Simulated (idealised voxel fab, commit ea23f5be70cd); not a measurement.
Proc. module: voxel gate over fins
Cross-sectional view cut (width: 215 nm; square cell size: 5 nm).
Just so we're on the same page, the cross-sections are grids of square cells, and they're listed out in bands top to bottom, each band one or more rows deep.
Each band's line starts with the height of the band's top and of its bottom, in nm. Then come its materials from left to right, each with its width in nm. One material with "all across" fills the band from edge to edge. "empty" is empty space.
Note: height 0 marks the level under which the wafer is uniformly one material as received. Lowest band unbounded below, written "0 -> down".
A width given as "30->40" starts at the first number in the band's top row and ends at the second number in its bottom row, shifting by an equal amount at every step from row to row.
Step note "no change" = no cross-section cell changed.
Enclosed voids (no open way to top), threshold 8 cells or more, entry "Enclosed void entries", notation width x height at distance, distance from left edge, nm.
What comes after the settings on a step's line is commentary from the simulator itself on that step.
"overlay nm" answers the question of how far to the right of plan the mask lay on a step that has a mask, and when it is negative the answer is to the left.
**plan**
1) RECEIVE (material Si)
2) CONFORMAL_DEP (material SiN; thk nm 10)
3) DIRECTIONAL_DEP (material aC; thk nm 15)
4) PATTERN (tone cover; mask id FINS; material resist; width nm 15; pitch nm 40; thk nm 30; overlay nm 0)
5) DIRECTIONAL_ETCH (etch materials aC; depth nm 15)
6) STRIP (etch materials resist)
7) DIRECTIONAL_ETCH (etch materials SiN; depth nm 10)
8) DIRECTIONAL_ETCH (etch materials Si; depth nm 40)
9) STRIP (etch materials aC)
10) FILL_DEP (material SiO2; thk nm 5)
11) CMP (height nm 10)
12) SELECTIVE_ETCH (etch materials SiO2; depth nm 25)
13) STRIP (etch materials SiN)
14) CONFORMAL_DEP (material HfO2; thk nm 5)
15) CONFORMAL_DEP (material TiN; thk nm 5)
16) CONFORMAL_DEP (material TiAl; thk nm 5)
17) CONFORMAL_DEP (material TiN; thk nm 5)
18) FILL_DEP (material W; thk nm 15)
19) CMP (height nm 30)
20) CONFORMAL_DEP (material SiCN; thk nm 10)
**First wafer out of two, processed as planned**
**Received-state cross-section, reflecting completion of step 1**
- 0 -> down  Si all across
- Enclosed void entries: none
**Cross-section: wafer state after step 2**
- 10 -> 0  SiN all across
- Below a height of 0, the structure has not been altered.
**Cross-section: wafer state after step 3**
- 25 -> 10  aC all across
- Below a height of 10, the structure has not been altered.
**Cross-section: wafer state after step 4**
- 55 -> 25  60 empty, then 15 resist, then 25 empty, then 15 resist, then 25 empty, then 15 resist, then 60 empty
- Below a height of 25, the structure has not been altered.
**Cross-section: wafer state after step 5**
- 40 -> 25  60 empty, then 15 resist, then 25 empty, then 15 resist, then 25 empty, then 15 resist, then 60 empty
- 25 -> 10  60 empty, then 15 aC, then 25 empty, then 15 aC, then 25 empty, then 15 aC, then 60 empty
- Below a height of 10, the structure has not been altered.
**Cross-section: wafer state after step 6**
- 25 -> 10  60 empty, then 15 aC, then 25 empty, then 15 aC, then 25 empty, then 15 aC, then 60 empty
- Below a height of 10, the structure has not been altered.
**Cross-section: wafer state after step 7**
- 25 -> 10  60 empty, then 15 aC, then 25 empty, then 15 aC, then 25 empty, then 15 aC, then 60 empty
- 10 -> 0  60 empty, then 15 SiN, then 25 empty, then 15 SiN, then 25 empty, then 15 SiN, then 60 empty
- Below a height of 0, the structure has not been altered.
**Cross-section: wafer state after step 8**
- 25 -> 10  60 empty, then 15 aC, then 25 empty, then 15 aC, then 25 empty, then 15 aC, then 60 empty
- 10 -> 0  60 empty, then 15 SiN, then 25 empty, then 15 SiN, then 25 empty, then 15 SiN, then 60 empty
- 0 -> -40  60 empty, then 15 Si, then 25 empty, then 15 Si, then 25 empty, then 15 Si, then 60 empty
- Below a height of -40, the structure has not been altered.
**Cross-section: wafer state after step 9**
- 10 -> 0  60 empty, then 15 SiN, then 25 empty, then 15 SiN, then 25 empty, then 15 SiN, then 60 empty
- Below a height of 0, the structure has not been altered.
**Cross-section: wafer state after step 10**
- 15 -> 10  SiO2 all across
- 10 -> 0  60 SiO2, then 15 SiN, then 25 SiO2, then 15 SiN, then 25 SiO2, then 15 SiN, then 60 SiO2
- 0 -> -40  60 SiO2, then 15 Si, then 25 SiO2, then 15 Si, then 25 SiO2, then 15 Si, then 60 SiO2
- Below a height of -40, the structure has not been altered.
**Cross-section: wafer state after step 11**
- 10 -> 0  60 SiO2, then 15 SiN, then 25 SiO2, then 15 SiN, then 25 SiO2, then 15 SiN, then 60 SiO2
- Below a height of 0, the structure has not been altered.
**Cross-section: wafer state after step 12**
- 10 -> 0  60 empty, then 15 SiN, then 25 empty, then 15 SiN, then 25 empty, then 15 SiN, then 60 empty
- 0 -> -15  60 empty, then 15 Si, then 25 empty, then 15 Si, then 25 empty, then 15 Si, then 60 empty
- Below a height of -15, the structure has not been altered.
**Cross-section: wafer state after step 13**
- 0 -> -15  60 empty, then 15 Si, then 25 empty, then 15 Si, then 25 empty, then 15 Si, then 60 empty
- Below a height of -15, the structure has not been altered.
**Cross-section: wafer state after step 14**
- 5 -> 0  55 empty, then 25 HfO2, then 15 empty, then 25 HfO2, then 15 empty, then 25 HfO2, then 55 empty
- 0 -> -10  55 empty, then 5 HfO2, then 15 Si, then 5 HfO2, then 15 empty, then 5 HfO2, then 15 Si, then 5 HfO2, then 15 empty, then 5 HfO2, then 15 Si, then 5 HfO2, then 55 empty
- -10 -> -15  60 HfO2, then 15 Si, then 25 HfO2, then 15 Si, then 25 HfO2, then 15 Si, then 60 HfO2
- Below a height of -15, the structure has not been altered.
**Cross-section: wafer state after step 15**
- 10 -> 5  50 empty, then 35 TiN, then 5 empty, then 35 TiN, then 5 empty, then 35 TiN, then 50 empty
- 5 -> 0  50 empty, then 5 TiN, then 25 HfO2, then 5 TiN, then 5 empty, then 5 TiN, then 25 HfO2, then 5 TiN, then 5 empty, then 5 TiN, then 25 HfO2, then 5 TiN, then 50 empty
- 0 -> -5  50 empty, then 5 TiN, then 5 HfO2, then 15 Si, then 5 HfO2, then 5 TiN, then 5 empty, then 5 TiN, then 5 HfO2, then 15 Si, then 5 HfO2, then 5 TiN, then 5 empty, then 5 TiN, then 5 HfO2, then 15 Si, then 5 HfO2, then 5 TiN, then 50 empty
- -5 -> -10  55 TiN, then 5 HfO2, then 15 Si, then 5 HfO2, then 15 TiN, then 5 HfO2, then 15 Si, then 5 HfO2, then 15 TiN, then 5 HfO2, then 15 Si, then 5 HfO2, then 55 TiN
- Below a height of -10, the structure has not been altered.
**Cross-section: wafer state after step 16**
- 15 -> 10  45 empty, then 125 TiAl, then 45 empty
- 10 -> 5  45 empty, then 5 TiAl, then 35 TiN, then 5 TiAl, then 35 TiN, then 5 TiAl, then 35 TiN, then 5 TiAl, then 45 empty
- 5 -> 0  45 empty, then 5 TiAl, then 5 TiN, then 25 HfO2, then 5 TiN, then 5 TiAl, then 5 TiN, then 25 HfO2, then 5 TiN, then 5 TiAl, then 5 TiN, then 25 HfO2, then 5 TiN, then 5 TiAl, then 45 empty
- 0 -> -5  50 TiAl, then 5 TiN, then 5 HfO2, then 15 Si, then 5 HfO2, then 5 TiN, then 5 TiAl, then 5 TiN, then 5 HfO2, then 15 Si, then 5 HfO2, then 5 TiN, then 5 TiAl, then 5 TiN, then 5 HfO2, then 15 Si, then 5 HfO2, then 5 TiN, then 50 TiAl
- Below a height of -5, the structure has not been altered.
**Cross-section: wafer state after step 17**
- 20 -> 15  40 empty, then 135 TiN, then 40 empty
- 15 -> 10  40 empty, then 5 TiN, then 125 TiAl, then 5 TiN, then 40 empty
- 10 -> 5  40 empty, then 5 TiN, then 5 TiAl, then 35 TiN, then 5 TiAl, then 35 TiN, then 5 TiAl, then 35 TiN, then 5 TiAl, then 5 TiN, then 40 empty
- 5 -> 0  45 TiN, then 5 TiAl, then 5 TiN, then 25 HfO2, then 5 TiN, then 5 TiAl, then 5 TiN, then 25 HfO2, then 5 TiN, then 5 TiAl, then 5 TiN, then 25 HfO2, then 5 TiN, then 5 TiAl, then 45 TiN
- Below a height of 0, the structure has not been altered.
**Cross-section: wafer state after step 18**
- 35 -> 20  W all across
- 20 -> 15  40 W, then 135 TiN, then 40 W
- 15 -> 10  40 W, then 5 TiN, then 125 TiAl, then 5 TiN, then 40 W
- 10 -> 5  40 W, then 5 TiN, then 5 TiAl, then 35 TiN, then 5 TiAl, then 35 TiN, then 5 TiAl, then 35 TiN, then 5 TiAl, then 5 TiN, then 40 W
- Below a height of 5, the structure has not been altered.
**Cross-section: wafer state after step 19**
- 30 -> 20  W all across
- Below a height of 20, the structure has not been altered.
**Cross-section: wafer state after step 20**
- 40 -> 30  SiCN all across
- Below a height of 30, the structure has not been altered.
**Second of two: same start, same plan, one run error; steps up to and including 17 match the first**
**Cross-section: second wafer, time at which step 18 was scheduled to end**
- 50 -> 20  W all across
- 20 -> 15  40 W, then 135 TiN, then 40 W
- 15 -> 10  40 W, then 5 TiN, then 125 TiAl, then 5 TiN, then 40 W
- 10 -> 5  40 W, then 5 TiN, then 5 TiAl, then 35 TiN, then 5 TiAl, then 35 TiN, then 5 TiAl, then 35 TiN, then 5 TiAl, then 5 TiN, then 40 W
- Below a height of 5, the structure has not been altered.
**Cross-section: second wafer, time at which step 19 was scheduled to end**
- 30 -> 20  W all across
- Below a height of 20, the structure has not been altered.
**Cross-section: second wafer, time at which step 20 was scheduled to end**
- 40 -> 30  SiCN all across
- Below a height of 30, the structure has not been altered.
Processing error: step 18 of the plan was performed twice
Result: same final cross-section on the two wafers, so no effect from the mistake in this model.
